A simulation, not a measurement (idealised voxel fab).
The process module that follows is named voxel ribs on slabs.
The width of the displayed cross-section, cut, is 290 nm; its cells are square, with a size of 5 nm.
This document writes a cross-section as a grid whose cells are square, and gives it as bands, listed from the top down; one or more rows of cells form a band.
Band: top height; bottom height; in nm. Then, left to right: material with width in nm, for each material. "everywhere": a single material spanning edge to edge. "empty": empty space.
The reference from which all heights are counted is 0, the level beneath which the as-received wafer is entirely one material; the lowest band, having no lower bound, proceeds downward and is written after the example "from 0 down".
Note: "30..40" means the width goes from the first number (top row of the band) to the second number (bottom row) in equal steps per row of cells.
"nothing different" for a step: no cell of the cross-section changed in that step.
Enclosed internal cavities: empty space of 8 cells or more with no open way to the top, each as width x height at its distance from the left edge, in nm
after a step's settings: what the simulator itself notes on the step
A step's line can hold "overlay nm"; with a mask on that step, the setting says how far right of the planned place the mask lay, while a negative setting says it lay to the left.

### Here's what the planned process steps look like
1: RECEIVE, material Si
2: DIRECTIONAL_DEP, material SiO2, thk nm 20
3: DIRECTIONAL_DEP, material polySi, thk nm 15
4: MASKED_ETCH, tone cover, mask id RIB, width nm 25, etch materials polySi, depth nm 5, overlay nm 0
5: DIRECTIONAL_DEP, material aC, thk nm 10
6: PATTERN, tone cover, mask id SLAB, material resist, width nm 75, thk nm 25, overlay nm 0
7: DIRECTIONAL_ETCH, etch materials aC, depth nm 10
8: STRIP, etch materials resist
9: DIRECTIONAL_ETCH, etch materials polySi, depth nm 10
10: STRIP, etch materials aC
11: FILL_DEP, material SiO2, thk nm 20
12: CMP, height nm 45
13: DIRECTIONAL_DEP, material TiN, thk nm 5
14: DIRECTIONAL_DEP, material aC, thk nm 15
15: PATTERN, tone cover, mask id HEATER, material resist, width nm 35, thk nm 35, overlay nm 0
16: DIRECTIONAL_ETCH, etch materials aC, depth nm 15
17: STRIP, etch materials resist
18: DIRECTIONAL_ETCH, etch materials TiN, depth nm 5
19: STRIP, etch materials aC
20: CONFORMAL_DEP, material SiO2, thk nm 5

### Run as planned: first of two wafers

### Wafer at receipt (post step 1), cross-section
* from 0 down | Si everywhere
* Enclosed internal cavities: none

### after step 2
* from 20 to 0 | SiO2 everywhere
* At heights below 0, the structure remains unaltered.

### after step 3
* from 35 to 20 | polySi everywhere
* At heights below 20, the structure remains unaltered.

### after step 4
* from 35 to 30 | empty 130, then polySi 25, then empty 135
* At heights below 30, the structure remains unaltered.

### after step 5
* from 45 to 40 | empty 130, then aC 25, then empty 135
* from 40 to 35 | aC everywhere
* from 35 to 30 | aC 130, then polySi 25, then aC 135
* At heights below 30, the structure remains unaltered.

### after step 6
* from 70 to 45 | empty 105, then resist 75, then empty 110
* from 45 to 40 | empty 105, then resist 25, then aC 25, then resist 25, then empty 110
* At heights below 40, the structure remains unaltered.

### after step 7
* from 60 to 45 | empty 105, then resist 75, then empty 110
* from 45 to 40 | empty 105, then resist 25, then aC 25, then resist 25, then empty 110
* from 40 to 35 | empty 105, then aC 75, then empty 110
* from 35 to 30 | empty 105, then aC 25, then polySi 25, then aC 25, then empty 110
* At heights below 30, the structure remains unaltered.

### after step 8
* from 45 to 35 | empty 130..105, then aC 25..75, then empty 135..110
* At heights below 35, the structure remains unaltered.

### after step 9
* from 45 to 35 | empty 130..105, then aC 25..75, then empty 135..110
* from 35 to 30 | empty 105, then aC 25, then polySi 25, then aC 25, then empty 110
* from 30 to 20 | empty 105, then polySi 75, then empty 110
* At heights below 20, the structure remains unaltered.

### after step 10
* from 35 to 30 | empty 130, then polySi 25, then empty 135
* At heights below 30, the structure remains unaltered.

### after step 11
* from 55 to 35 | SiO2 everywhere
* from 35 to 30 | SiO2 130, then polySi 25, then SiO2 135
* from 30 to 20 | SiO2 105, then polySi 75, then SiO2 110
* At heights below 20, the structure remains unaltered.

### after step 12
* from 45 to 35 | SiO2 everywhere
* At heights below 35, the structure remains unaltered.

### after step 13
* from 50 to 45 | TiN everywhere
* At heights below 45, the structure remains unaltered.

### after step 14
* from 65 to 50 | aC everywhere
* At heights below 50, the structure remains unaltered.

### after step 15
* from 100 to 65 | empty 125, then resist 35, then empty 130
* At heights below 65, the structure remains unaltered.

### after step 16
* from 85 to 65 | empty 125, then resist 35, then empty 130
* from 65 to 50 | empty 125, then aC 35, then empty 130
* At heights below 50, the structure remains unaltered.

### after step 17
* from 65 to 50 | empty 125, then aC 35, then empty 130
* At heights below 50, the structure remains unaltered.

### after step 18
* from 65 to 50 | empty 125, then aC 35, then empty 130
* from 50 to 45 | empty 125, then TiN 35, then empty 130
* At heights below 45, the structure remains unaltered.

### after step 19
* from 50 to 45 | empty 125, then TiN 35, then empty 130
* At heights below 45, the structure remains unaltered.

### after step 20
* from 55 to 50 | empty 120, then SiO2 45, then empty 125
* from 50 to 45 | SiO2 125, then TiN 35, then SiO2 130
* At heights below 45, the structure remains unaltered.

### The second wafer was prepared from the same starting point and under the same plan as the first; its processing contained one mistake, and it remains indistinguishable from the first wafer up to and including step 3

### Second wafer: cross-section at the scheduled end of step 4
* from 35 to 30 | empty 135, then polySi 20, then empty 135
* At heights below 30, the structure remains unaltered.

### Second wafer: cross-section at the scheduled end of step 5
* from 45 to 40 | empty 135, then aC 20, then empty 135
* from 40 to 35 | aC everywhere
* from 35 to 30 | aC 135, then polySi 20, then aC 135
* At heights below 30, the structure remains unaltered.

### Second wafer: cross-section at the scheduled end of step 6
* from 70 to 45 | empty 105, then resist 75, then empty 110
* from 45 to 40 | empty 105, then resist 30, then aC 20, then resist 25, then empty 110
* At heights below 40, the structure remains unaltered.

### Second wafer: cross-section at the scheduled end of step 7
* from 60 to 45 | empty 105, then resist 75, then empty 110
* from 45 to 40 | empty 105, then resist 30, then aC 20, then resist 25, then empty 110
* from 40 to 35 | empty 105, then aC 75, then empty 110
* from 35 to 30 | empty 105, then aC 30, then polySi 20, then aC 25, then empty 110
* At heights below 30, the structure remains unaltered.

### Second wafer: cross-section at the scheduled end of step 8
* from 45 to 35 | empty 135..105, then aC 20..75, then empty 135..110
* At heights below 35, the structure remains unaltered.

### Second wafer: cross-section at the scheduled end of step 9
* from 45 to 35 | empty 135..105, then aC 20..75, then empty 135..110
* from 35 to 30 | empty 105, then aC 30, then polySi 20, then aC 25, then empty 110
* from 30 to 20 | empty 105, then polySi 75, then empty 110
* At heights below 20, the structure remains unaltered.

### Second wafer: cross-section at the scheduled end of step 10
* from 35 to 30 | empty 135, then polySi 20, then empty 135
* At heights below 30, the structure remains unaltered.

### Second wafer: cross-section at the scheduled end of step 11
* from 55 to 35 | SiO2 everywhere
* from 35 to 30 | SiO2 135, then polySi 20, then SiO2 135
* from 30 to 20 | SiO2 105, then polySi 75, then SiO2 110
* At heights below 20, the structure remains unaltered.

### Second wafer: cross-section at the scheduled end of step 12
* from 45 to 35 | SiO2 everywhere
* At heights below 35, the structure remains unaltered.

### Second wafer: cross-section at the scheduled end of step 13
* from 50 to 45 | TiN everywhere
* At heights below 45, the structure remains unaltered.

### Second wafer: cross-section at the scheduled end of step 14
* from 65 to 50 | aC everywhere
* At heights below 50, the structure remains unaltered.

### Second wafer: cross-section at the scheduled end of step 15
* from 100 to 65 | empty 125, then resist 35, then empty 130
* At heights below 65, the structure remains unaltered.

### Second wafer: cross-section at the scheduled end of step 16
* from 85 to 65 | empty 125, then resist 35, then empty 130
* from 65 to 50 | empty 125, then aC 35, then empty 130
* At heights below 50, the structure remains unaltered.

### Second wafer: cross-section at the scheduled end of step 17
* from 65 to 50 | empty 125, then aC 35, then empty 130
* At heights below 50, the structure remains unaltered.

### Second wafer: cross-section at the scheduled end of step 18
* from 65 to 50 | empty 125, then aC 35, then empty 130
* from 50 to 45 | empty 125, then TiN 35, then empty 130
* At heights below 45, the structure remains unaltered.

### Second wafer: cross-section at the scheduled end of step 19
* from 50 to 45 | empty 125, then TiN 35, then empty 130
* At heights below 45, the structure remains unaltered.

### Second wafer: cross-section at the scheduled end of step 20
* from 55 to 50 | empty 120, then SiO2 45, then empty 125
* from 50 to 45 | SiO2 125, then TiN 35, then SiO2 130
* At heights below 45, the structure remains unaltered.
Finding, execution versus plan: heads up, step 4 didn't go per plan, it actually ran as MASKED_ETCH, tone cover, mask id RIB, width nm 20, etch materials polySi, depth nm 5, overlay nm 0
FYI, end of process, the second wafer has more or fewer cells of some materials than the first: SiO2: 1 more | polySi: 1 fewer
